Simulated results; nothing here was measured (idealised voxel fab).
A process module follows: voxel ribs on slabs.
Each square cell in cross-section cut measures 5 nm, and the section as a whole is 155 nm wide.
Cross-sections here: square-cell grids, written as top-down lists of bands, a band being one or more rows of cells.
Band: top and bottom heights (nm) first, top before bottom; then materials from left to right, widths in nm. "all across" marks a sole material filling the band edge to edge. "air" denotes empty space.
All heights in this document are referenced to 0, defined as the level beneath which the wafer, as received, consists entirely of one material. The lowest band is not bounded below; it extends indefinitely downward and is written in the form "z 0 and below".
Per-row width for "30..40": begins at first number (top row of band), ends at second number (bottom row), increment between rows held constant.
"no change" (step): cross-section cells unchanged, all of them.
Basically, "Trapped cavities" tells you about the enclosed voids: empty spaces with no open way to the top, 8 cells or bigger, each written width x height at distance, where distance is from the left edge, all in nm.
Whatever follows a step's settings on its line is a remark the simulator itself makes about that step.
Each step line may optionally specify "overlay nm", which for a step with a mask gives the rightward distance between the mask's planned place and where it lay, a negative value indicating the leftward direction.
### Listed below are the process steps as planned
1) RECEIVE, material Si
2) DIRECTIONAL_DEP, material SiO2, thk nm 20
3) DIRECTIONAL_DEP, material SiN, thk nm 20
4) DIRECTIONAL_DEP, material aC, thk nm 10
5) PATTERN, tone cover, mask id RIB, material resist, width nm 15, thk nm 25, overlay nm 0
6) DIRECTIONAL_ETCH, etch materials aC, depth nm 10
7) STRIP, etch materials resist
8) DIRECTIONAL_ETCH, etch materials SiN, depth nm 5
9) STRIP, etch materials aC
10) MASKED_ETCH, tone cover, mask id SLAB, width nm 55, etch materials SiN, depth nm 15, overlay nm 0
11) FILL_DEP, material SiO2, thk nm 25
12) CMP, height nm 60
13) DIRECTIONAL_DEP, material TiN, thk nm 5
14) DIRECTIONAL_DEP, material aC, thk nm 15
15) PATTERN, tone cover, mask id HEATER, material resist, width nm 25, thk nm 35, overlay nm 0
16) DIRECTIONAL_ETCH, etch materials aC, depth nm 15
17) STRIP, etch materials resist
18) DIRECTIONAL_ETCH, etch materials TiN, depth nm 5
19) STRIP, etch materials aC
20) CONFORMAL_DEP, material SiN, thk nm 5
For clarity, it should be stated that the wafers under discussion commence in an identical condition and differ with respect to the width nm of step 10, the plan indicating the value that the first wafer had.
### Cross-section, first of several wafers, as delivered after step 1
    z 0 and below | Si all across
    Trapped cavities: none
### Quick key for the table: a row per wafer, taken at the end of the module. For each material it tells you how many cells the wafer gained (+) or lost (-) since it came in, and the closed voids come after
width nm 55; +69 SiN; +336 SiO2; +5 TiN; Trapped cavities: none
width nm 60; +72 SiN; +333 SiO2; +5 TiN; Trapped cavities: none
width nm 65; +75 SiN; +330 SiO2; +5 TiN; Trapped cavities: none
width nm 70; +78 SiN; +327 SiO2; +5 TiN; Trapped cavities: none
width nm 75; +81 SiN; +324 SiO2; +5 TiN; Trapped cavities: none
width nm 80; +84 SiN; +321 SiO2; +5 TiN; Trapped cavities: none
